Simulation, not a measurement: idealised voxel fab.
process module | voxel plated lines
cross-section cut | 185 nm wide | cells 5 nm
A cross-section is a grid of square cells, given in bands from the top down. A band is one or more rows of cells.
Each band's line starts with the height of the band's top and of its bottom, in nm. Then come its materials from left to right, each with its width in nm. One material with "throughout" fills the band from edge to edge. "air" is empty space.
Height 0 is the level under which the wafer as received is all one material. The lowest band goes on downwards, as in "0 down".
A width such as "30 to 40" changes by the same amount from each row of cells to the next, from the band's top row to its bottom row.
"no change" after a step means that no cell of the cross-section changed.
closed voids: empty space of 8 cells or more with no open way to the top, each as width x height at its distance from the left edge, in nm
after a step's settings: what the simulator itself notes on the step
overlay nm, on a step with a mask: how far to the right of its planned place the mask lay; to the left if negative
Each pair below shows a cross-section before one step and the cross-section after it, down to the lowest band that changed. The line under each pair gives the step between them, with its settings. The pairs can come from different runs of this module on the same starting wafer, so a pair continues from the pair above only where its "before" says so.
before
  0 down: Si throughout
  closed voids: none
after
  15 to 0: Al2O3 throughout
  below 0: unchanged
  closed voids: none
the step between: op CONFORMAL_DEP | material Al2O3 | thk nm 15
before: the cross-section after the pair above
after
  20 to 15: TiN throughout
  below 15: unchanged
  closed voids: none
the step between: op DIRECTIONAL_DEP | material TiN | thk nm 5
before: the cross-section after the pair above
after
  35 to 20: resist 45 | air 20 | resist 15 | air 20 | resist 15 | air 20 | resist 50
  below 20: unchanged
  closed voids: none
the step between: op PATTERN | tone open | mask id LINES | material resist | width nm 20 | pitch nm 35 | thk nm 15 | overlay nm 0
before: the cross-section after the pair above
after
  35 to 25: resist 45 | air 20 | resist 15 | air 20 | resist 15 | air 20 | resist 50
  25 to 20: resist 45 | Ru 20 | resist 15 | Ru 20 | resist 15 | Ru 20 | resist 50
  below 20: unchanged
  closed voids: none
the step between: op EPI | material Ru | thk nm 5
before: the cross-section after the pair above
after
  25 to 20: air 45 | Ru 20 | air 15 | Ru 20 | air 15 | Ru 20 | air 50
  below 20: unchanged
  closed voids: none
the step between: op STRIP | etch materials resist
before: the cross-section after the pair above
after
  25 to 20: air 45 | Ru 20 | air 15 | Ru 20 | air 15 | Ru 20 | air 50
  20 to 15: air 45 | TiN 20 | air 15 | TiN 20 | air 15 | TiN 20 | air 50
  below 15: unchanged
  closed voids: none
the step between: op DIRECTIONAL_ETCH | etch materials TiN | depth nm 5
before: the cross-section after the pair above
after
  30 to 25: air 40 | SiO2 30 | air 5 | SiO2 30 | air 5 | SiO2 30 | air 45
  25 to 20: air 40 | SiO2 5 | Ru 20 | SiO2 5 | air 5 | SiO2 5 | Ru 20 | SiO2 5 | air 5 | SiO2 5 | Ru 20 | SiO2 5 | air 45
  20 to 15: SiO2 45 | TiN 20 | SiO2 15 | TiN 20 | SiO2 15 | TiN 20 | SiO2 50
  below 15: unchanged
  closed voids: none
the step between: op CONFORMAL_DEP | material SiO2 | thk nm 5
before
  15 to 0: Al2O3 throughout
  0 down: Si throughout
  closed voids: none
after
  30 to 0: Al2O3 throughout
  below 0: unchanged
  closed voids: none
the step between: op CONFORMAL_DEP | material Al2O3 | thk nm 15
before: the cross-section after the pair above
after
  35 to 30: TiN throughout
  below 30: unchanged
  closed voids: none
the step between: op DIRECTIONAL_DEP | material TiN | thk nm 5
before: the cross-section after the pair above
after
  50 to 35: resist 45 | air 20 | resist 15 | air 20 | resist 15 | air 20 | resist 50
  below 35: unchanged
  closed voids: none
the step between: op PATTERN | tone open | mask id LINES | material resist | width nm 20 | pitch nm 35 | thk nm 15 | overlay nm 0
before: the cross-section after the pair above
after
  50 to 40: resist 45 | air 20 | resist 15 | air 20 | resist 15 | air 20 | resist 50
  40 to 35: resist 45 | Ru 20 | resist 15 | Ru 20 | resist 15 | Ru 20 | resist 50
  below 35: unchanged
  closed voids: none
the step between: op EPI | material Ru | thk nm 5
before: the cross-section after the pair above
after
  40 to 35: air 45 | Ru 20 | air 15 | Ru 20 | air 15 | Ru 20 | air 50
  below 35: unchanged
  closed voids: none
the step between: op STRIP | etch materials resist
before: the cross-section after the pair above
after
  40 to 35: air 45 | Ru 20 | air 15 | Ru 20 | air 15 | Ru 20 | air 50
  35 to 30: air 45 | TiN 20 | air 15 | TiN 20 | air 15 | TiN 20 | air 50
  below 30: unchanged
  closed voids: none
the step between: op DIRECTIONAL_ETCH | etch materials TiN | depth nm 5
before: the cross-section after the pair above
after
  45 to 40: air 40 | SiO2 30 | air 5 | SiO2 30 | air 5 | SiO2 30 | air 45
  40 to 35: air 40 | SiO2 5 | Ru 20 | SiO2 5 | air 5 | SiO2 5 | Ru 20 | SiO2 5 | air 5 | SiO2 5 | Ru 20 | SiO2 5 | air 45
  35 to 30: SiO2 45 | TiN 20 | SiO2 15 | TiN 20 | SiO2 15 | TiN 20 | SiO2 50
  below 30: unchanged
  closed voids: none
the step between: op CONFORMAL_DEP | material SiO2 | thk nm 5
before
  0 down: Si throughout
  closed voids: none
after
  5 to 0: TiN throughout
  below 0: unchanged
  closed voids: none
the step between: op DIRECTIONAL_DEP | material TiN | thk nm 5
before: the cross-section after the pair above
after
  20 to 5: Al2O3 throughout
  below 5: unchanged
  closed voids: none
the step between: op CONFORMAL_DEP | material Al2O3 | thk nm 15
before: the cross-section after the pair above
after
  35 to 20: resist 45 | air 20 | resist 15 | air 20 | resist 15 | air 20 | resist 50
  below 20: unchanged
  closed voids: none
the step between: op PATTERN | tone open | mask id LINES | material resist | width nm 20 | pitch nm 35 | thk nm 15 | overlay nm 0
before: the cross-section after the pair above
after
  20 to 5: Al2O3 throughout
  below 5: unchanged
  closed voids: none
the step between: op STRIP | etch materials resist
before: the cross-section after the pair above
after
  25 to 20: SiO2 throughout
  below 20: unchanged
  closed voids: none
the step between: op CONFORMAL_DEP | material SiO2 | thk nm 5
before
  15 to 0: Al2O3 throughout
  0 down: Si throughout
  closed voids: none
after
  30 to 15: TiN throughout
  below 15: unchanged
  closed voids: none
the step between: op DIRECTIONAL_DEP | material TiN | thk nm 15
before: the cross-section after the pair above
after
  45 to 30: resist 45 | air 20 | resist 15 | air 20 | resist 15 | air 20 | resist 50
  below 30: unchanged
  closed voids: none
the step between: op PATTERN | tone open | mask id LINES | material resist | width nm 20 | pitch nm 35 | thk nm 15 | overlay nm 0
before: the cross-section after the pair above
after
  45 to 35: resist 45 | air 20 | resist 15 | air 20 | resist 15 | air 20 | resist 50
  35 to 30: resist 45 | Ru 20 | resist 15 | Ru 20 | resist 15 | Ru 20 | resist 50
  below 30: unchanged
  closed voids: none
the step between: op EPI | material Ru | thk nm 5
before: the cross-section after the pair above
after
  35 to 30: air 45 | Ru 20 | air 15 | Ru 20 | air 15 | Ru 20 | air 50
  below 30: unchanged
  closed voids: none
the step between: op STRIP | etch materials resist
before: the cross-section after the pair above
after
  35 to 30: air 45 | Ru 20 | air 15 | Ru 20 | air 15 | Ru 20 | air 50
  30 to 25: air 45 | TiN 20 | air 15 | TiN 20 | air 15 | TiN 20 | air 50
  below 25: unchanged
  closed voids: none
the step between: op DIRECTIONAL_ETCH | etch materials TiN | depth nm 5
before: the cross-section after the pair above
after
  40 to 35: air 40 | SiO2 30 | air 5 | SiO2 30 | air 5 | SiO2 30 | air 45
  35 to 30: air 40 | SiO2 5 | Ru 20 | SiO2 5 | air 5 | SiO2 5 | Ru 20 | SiO2 5 | air 5 | SiO2 5 | Ru 20 | SiO2 5 | air 45
  30 to 25: SiO2 45 | TiN 20 | SiO2 15 | TiN 20 | SiO2 15 | TiN 20 | SiO2 50
  below 25: unchanged
  closed voids: none
the step between: op CONFORMAL_DEP | material SiO2 | thk nm 5
before
  20 to 15: TiN throughout
  15 to 0: Al2O3 throughout
  0 down: Si throughout
  closed voids: none
after
  35 to 20: resist 50 | air 15 | resist 20 | air 15 | resist 20 | air 15 | resist 50
  below 20: unchanged
  closed voids: none
the step between: op PATTERN | tone open | mask id LINES | material resist | width nm 15 | pitch nm 35 | thk nm 15 | overlay nm 0
before: the cross-section after the pair above
after
  35 to 25: resist 50 | air 15 | resist 20 | air 15 | resist 20 | air 15 | resist 50
  25 to 20: resist 50 | Ru 15 | resist 20 | Ru 15 | resist 20 | Ru 15 | resist 50
  below 20: unchanged
  closed voids: none
the step between: op EPI | material Ru | thk nm 5
before: the cross-section after the pair above
after
  25 to 20: air 50 | Ru 15 | air 20 | Ru 15 | air 20 | Ru 15 | air 50
  below 20: unchanged
  closed voids: none
the step between: op STRIP | etch materials resist
before: the cross-section after the pair above
after
  25 to 20: air 50 | Ru 15 | air 20 | Ru 15 | air 20 | Ru 15 | air 50
  20 to 15: air 50 | TiN 15 | air 20 | TiN 15 | air 20 | TiN 15 | air 50
  below 15: unchanged
  closed voids: none
the step between: op DIRECTIONAL_ETCH | etch materials TiN | depth nm 5
before: the cross-section after the pair above
after
  30 to 25: air 45 | SiO2 25 | air 10 | SiO2 25 | air 10 | SiO2 25 | air 45
  25 to 20: air 45 | SiO2 5 | Ru 15 | SiO2 5 | air 10 | SiO2 5 | Ru 15 | SiO2 5 | air 10 | SiO2 5 | Ru 15 | SiO2 5 | air 45
  20 to 15: SiO2 50 | TiN 15 | SiO2 20 | TiN 15 | SiO2 20 | TiN 15 | SiO2 50
  below 15: unchanged
  closed voids: none
the step between: op CONFORMAL_DEP | material SiO2 | thk nm 5
before
  20 to 15: TiN throughout
  15 to 0: Al2O3 throughout
  0 down: Si throughout
  closed voids: none
after
  35 to 20: resist 50 | air 20 | resist 15 | air 20 | resist 15 | air 20 | resist 45
  below 20: unchanged
  closed voids: none
the step between: op PATTERN | tone open | mask id LINES | material resist | width nm 20 | pitch nm 35 | thk nm 15 | overlay nm 5
before: the cross-section after the pair above
after
  35 to 25: resist 50 | air 20 | resist 15 | air 20 | resist 15 | air 20 | resist 45
  25 to 20: resist 50 | Ru 20 | resist 15 | Ru 20 | resist 15 | Ru 20 | resist 45
  below 20: unchanged
  closed voids: none
the step between: op EPI | material Ru | thk nm 5
before: the cross-section after the pair above
after
  25 to 20: air 50 | Ru 20 | air 15 | Ru 20 | air 15 | Ru 20 | air 45
  below 20: unchanged
  closed voids: none
the step between: op STRIP | etch materials resist
before: the cross-section after the pair above
after
  25 to 20: air 50 | Ru 20 | air 15 | Ru 20 | air 15 | Ru 20 | air 45
  20 to 15: air 50 | TiN 20 | air 15 | TiN 20 | air 15 | TiN 20 | air 45
  below 15: unchanged
  closed voids: none
the step between: op DIRECTIONAL_ETCH | etch materials TiN | depth nm 5
before: the cross-section after the pair above
after
  30 to 25: air 45 | SiO2 30 | air 5 | SiO2 30 | air 5 | SiO2 30 | air 40
  25 to 20: air 45 | SiO2 5 | Ru 20 | SiO2 5 | air 5 | SiO2 5 | Ru 20 | SiO2 5 | air 5 | SiO2 5 | Ru 20 | SiO2 5 | air 40
  20 to 15: SiO2 50 | TiN 20 | SiO2 15 | TiN 20 | SiO2 15 | TiN 20 | SiO2 45
  below 15: unchanged
  closed voids: none
the step between: op CONFORMAL_DEP | material SiO2 | thk nm 5
before
  25 to 20: air 45 | Ru 20 | air 15 | Ru 20 | air 15 | Ru 20 | air 50
  20 to 15: air 45 | TiN 20 | air 15 | TiN 20 | air 15 | TiN 20 | air 50
  15 to 0: Al2O3 throughout
  0 down: Si throughout
  closed voids: none
after
  30 to 25: air 40 | TiN 30 | air 5 | TiN 30 | air 5 | TiN 30 | air 45
  25 to 20: air 40 | TiN 5 | Ru 20 | TiN 5 | air 5 | TiN 5 | Ru 20 | TiN 5 | air 5 | TiN 5 | Ru 20 | TiN 5 | air 45
  20 to 15: TiN throughout
  below 15: unchanged
  closed voids: none
the step between: op CONFORMAL_DEP | material TiN | thk nm 5
before
  20 to 15: TiN throughout
  15 to 0: Al2O3 throughout
  0 down: Si throughout
  closed voids: none
after
  35 to 20: air 45 | resist 20 | air 15 | resist 20 | air 15 | resist 20 | air 50
  below 20: unchanged
  closed voids: none
the step between: op PATTERN | tone cover | mask id LINES | material resist | width nm 20 | pitch nm 35 | thk nm 15 | overlay nm 0
before: the cross-section after the pair above
after
  35 to 25: air 45 | resist 20 | air 15 | resist 20 | air 15 | resist 20 | air 50
  25 to 20: Ru 45 | resist 20 | Ru 15 | resist 20 | Ru 15 | resist 20 | Ru 50
  below 20: unchanged
  closed voids: none
the step between: op EPI | material Ru | thk nm 5
before: the cross-section after the pair above
after
  25 to 20: Ru 45 | air 20 | Ru 15 | air 20 | Ru 15 | air 20 | Ru 50
  below 20: unchanged
  closed voids: none
the step between: op STRIP | etch materials resist
before: the cross-section after the pair above
after
  25 to 20: Ru 45 | air 20 | Ru 15 | air 20 | Ru 15 | air 20 | Ru 50
  20 to 15: TiN 45 | air 20 | TiN 15 | air 20 | TiN 15 | air 20 | TiN 50
  below 15: unchanged
  closed voids: none
the step between: op DIRECTIONAL_ETCH | etch materials TiN | depth nm 5
before: the cross-section after the pair above
after
  30 to 25: SiO2 50 | air 10 | SiO2 25 | air 10 | SiO2 25 | air 10 | SiO2 55
  25 to 20: Ru 45 | SiO2 5 | air 10 | SiO2 5 | Ru 15 | SiO2 5 | air 10 | SiO2 5 | Ru 15 | SiO2 5 | air 10 | SiO2 5 | Ru 50
  20 to 15: TiN 45 | SiO2 20 | TiN 15 | SiO2 20 | TiN 15 | SiO2 20 | TiN 50
  below 15: unchanged
  closed voids: none
the step between: op CONFORMAL_DEP | material SiO2 | thk nm 5
